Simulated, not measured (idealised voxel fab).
Name of the process module below: voxel wiring stack
For reference, the cross-section in this document is cut, with width 215 nm and square cells of 5 nm.
We lay out every cross-section as a grid of square cells and spell it out in bands from the top down, where one band means one or more rows of cells.
For a band, the entry starts with two heights in nm, that of the top and then that of the bottom, and carries on with the band's materials in order from left to right, each alongside its width in nm; the word "all across" beside a single material means it fills the band edge to edge, and "air" means empty space.
The level at which height equals 0 is the one under which the wafer, as it arrives, is entirely one material. No lower edge exists for the bottom band, which continues downward and is notated as in "from 0 down".
A two-number width, for instance "30->40", indicates that the width is equal to the first number in the top row of the band and to the second number in the bottom row, and that it changes by a constant amount per row of cells.
Given "no change occurred" for a step, no cell of the cross-section differs between before and after that step.
You'll see "Trapped voids" listing empty spaces that have no way open to the top, as long as they're 8 cells or more; the notation is width x height at distance, where the distance is from the left edge, and all of it is in nm.
It should be noted that, on the line of a given step, the content following the step's settings is a remark produced by the simulator itself with respect to that step.
overlay nm, on a step with a mask: how far to the right of its planned place the mask lay; to the left if negative

## Steps in the process plan
1. RECEIVE | material Si
2. CONFORMAL_DEP | material SiO2 | thk nm 15
3. CONFORMAL_DEP | material SiN | thk nm 5
4. DIRECTIONAL_DEP | material lowk | thk nm 15
5. MASKED_ETCH | tone open | mask id METAL_1 | width nm 25 | pitch nm 45 | etch materials lowk | depth nm 15 | overlay nm 0
6. MASKED_ETCH | tone open | mask id METAL_1 | width nm 25 | pitch nm 45 | etch materials SiN | depth nm 5 | overlay nm 0
7. CONFORMAL_DEP | material TiN | thk nm 5
8. FILL_DEP | material Cu | thk nm 5
9. CMP | height nm 35
10. CONFORMAL_DEP | material SiCN | thk nm 5
11. DIRECTIONAL_DEP | material SiO2 | thk nm 25
12. DIRECTIONAL_DEP | material aC | thk nm 10
13. PATTERN | tone open | mask id METAL_2_HOLES | material resist | width nm 15 | pitch nm 45 | thk nm 25 | overlay nm 0
14. DIRECTIONAL_ETCH | etch materials aC | depth nm 10
15. STRIP | etch materials resist
16. DIRECTIONAL_ETCH | etch materials SiO2 | depth nm 25
17. STRIP | etch materials aC
18. MASKED_ETCH | tone open | mask id METAL_2 | width nm 25 | pitch nm 45 | etch materials SiO2 | depth nm 15 | overlay nm 0
19. MASKED_ETCH | tone open | mask id METAL_2 | width nm 25 | pitch nm 45 | etch materials SiCN | depth nm 5 | overlay nm 0
20. CONFORMAL_DEP | material TiN | thk nm 5
21. FILL_DEP | material Ru | thk nm 10
22. CMP | height nm 65
23. CONFORMAL_DEP | material SiCN | thk nm 5
24. DIRECTIONAL_DEP | material SiO2 | thk nm 15
25. MASKED_ETCH | tone open | mask id PLUG_2 | width nm 15 | etch materials SiO2 | depth nm 15 | overlay nm 0
26. MASKED_ETCH | tone open | mask id PLUG_2 | width nm 15 | etch materials SiCN | depth nm 5 | overlay nm 0
27. EPI | material Ru | thk nm 10
28. EPI | material Ru | thk nm 10
29. DIRECTIONAL_DEP | material TiN | thk nm 5
30. DIRECTIONAL_DEP | material Ru | thk nm 20
31. DIRECTIONAL_DEP | material aC | thk nm 10
32. PATTERN | tone cover | mask id METAL_3 | material resist | width nm 25 | pitch nm 45 | thk nm 25 | overlay nm 0
33. DIRECTIONAL_ETCH | etch materials aC | depth nm 10
34. STRIP | etch materials resist
35. DIRECTIONAL_ETCH | etch materials Ru | depth nm 20
36. DIRECTIONAL_ETCH | etch materials TiN | depth nm 5
37. STRIP | etch materials aC
38. FILL_DEP | material SiO2 | thk nm 5
39. CMP | height nm 110
40. CONFORMAL_DEP | material SiCN | thk nm 5
41. DIRECTIONAL_DEP | material lowk | thk nm 25
42. MASKED_ETCH | tone open | mask id METAL_4 | width nm 25 | pitch nm 45 | etch materials lowk | depth nm 15 | overlay nm 0
43. DIRECTIONAL_DEP | material aC | thk nm 15
44. PATTERN | tone open | mask id METAL_4_HOLES | material resist | width nm 15 | thk nm 35 | overlay nm 0
45. DIRECTIONAL_ETCH | etch materials aC | depth nm 15
46. STRIP | etch materials resist
47. DIRECTIONAL_ETCH | etch materials lowk | depth nm 10
48. DIRECTIONAL_ETCH | etch materials SiCN | depth nm 5
49. STRIP | etch materials aC
50. CONFORMAL_DEP | material TiN | thk nm 5
51. FILL_DEP | material Cu | thk nm 10
52. CMP | height nm 140
53. CONFORMAL_DEP | material SiCN | thk nm 5

## The cross-section here shows the wafer as received, i.e. in its state after step 1
* from 0 down: Si all across
* Trapped voids: none

## Run as planned - first of the two wafers cross-sectioned at the end of the module
* from 145 to 140: SiCN all across
* from 140 to 130: lowk=70 / TiN=5 / Cu=15 / TiN=5 / lowk=20 / TiN=5 / Cu=15 / TiN=5 / lowk=75
* from 130 to 125: lowk=70 / TiN=5 / Cu=5 / TiN=15 / lowk=20 / TiN=25 / lowk=75
* from 125 to 115: lowk=70 / TiN=5 / Cu=5 / TiN=5 / lowk=130
* from 115 to 110: SiCN=70 / TiN=15 / SiCN=130
* from 110 to 90: SiO2=70 / Ru=25 / SiO2=20 / Ru=25 / SiO2=75
* from 90 to 85: SiO2=70 / TiN=25 / SiO2=20 / TiN=25 / SiO2=75
* from 85 to 70: SiO2=70 / Ru=15 / SiO2=130
* from 70 to 65: SiCN=70 / Ru=15 / SiCN=130
* from 65 to 55: SiO2=70 / TiN=5 / Ru=15 / TiN=5 / SiO2=20 / TiN=5 / Ru=15 / TiN=5 / SiO2=75
* from 55 to 50: SiO2=70 / TiN=5 / Ru=5 / TiN=15 / SiO2=20 / TiN=5 / Ru=5 / TiN=15 / SiO2=75
* from 50 to 40: SiO2=70 / TiN=5 / Ru=5 / TiN=5 / SiO2=30 / TiN=5 / Ru=5 / TiN=5 / SiO2=85
* from 40 to 35: SiCN=70 / TiN=15 / SiCN=30 / TiN=15 / SiCN=85
* from 35 to 20: lowk=70 / TiN=5 / Cu=15 / TiN=5 / lowk=20 / TiN=5 / Cu=15 / TiN=5 / lowk=75
* from 20 to 15: SiN=70 / TiN=25 / SiN=20 / TiN=25 / SiN=75
* from 15 to 0: SiO2 all across
* from 0 down: Si all across
* Trapped voids: none

## Cross-sectional view of the second of two wafers upon completion of the module. This wafer shared its starting condition and process plan with the first; one error was made during its execution
* from 160 to 155: SiCN all across
* from 155 to 145: Cu all across
* from 145 to 140: TiN=75 / Cu=15 / TiN=30 / Cu=15 / TiN=80
* from 140 to 130: lowk=70 / TiN=5 / Cu=15 / TiN=5 / lowk=20 / TiN=5 / Cu=15 / TiN=5 / lowk=75
* from 130 to 125: lowk=70 / TiN=5 / Cu=5 / TiN=15 / lowk=20 / TiN=25 / lowk=75
* from 125 to 115: lowk=70 / TiN=5 / Cu=5 / TiN=5 / lowk=130
* from 115 to 110: SiCN=70 / TiN=15 / SiCN=130
* from 110 to 90: SiO2=70 / Ru=25 / SiO2=20 / Ru=25 / SiO2=75
* from 90 to 85: SiO2=70 / TiN=25 / SiO2=20 / TiN=25 / SiO2=75
* from 85 to 70: SiO2=70 / Ru=15 / SiO2=130
* from 70 to 65: SiCN=70 / Ru=15 / SiCN=130
* from 65 to 55: SiO2=70 / TiN=5 / Ru=15 / TiN=5 / SiO2=20 / TiN=5 / Ru=15 / TiN=5 / SiO2=75
* from 55 to 50: SiO2=70 / TiN=5 / Ru=5 / TiN=15 / SiO2=20 / TiN=5 / Ru=5 / TiN=15 / SiO2=75
* from 50 to 40: SiO2=70 / TiN=5 / Ru=5 / TiN=5 / SiO2=30 / TiN=5 / Ru=5 / TiN=5 / SiO2=85
* from 40 to 35: SiCN=70 / TiN=15 / SiCN=30 / TiN=15 / SiCN=85
* from 35 to 20: lowk=70 / TiN=5 / Cu=15 / TiN=5 / lowk=20 / TiN=5 / Cu=15 / TiN=5 / lowk=75
* from 20 to 15: SiN=70 / TiN=25 / SiN=20 / TiN=25 / SiN=75
* from 15 to 0: SiO2 all across
* from 0 down: Si all across
* Trapped voids: none
Nonconformance to the process plan: no execution of plan step 52; skipped
Heads up, by the end the second wafer has more or fewer cells of some materials compared to the first: Cu: 92 more | TiN: 37 more
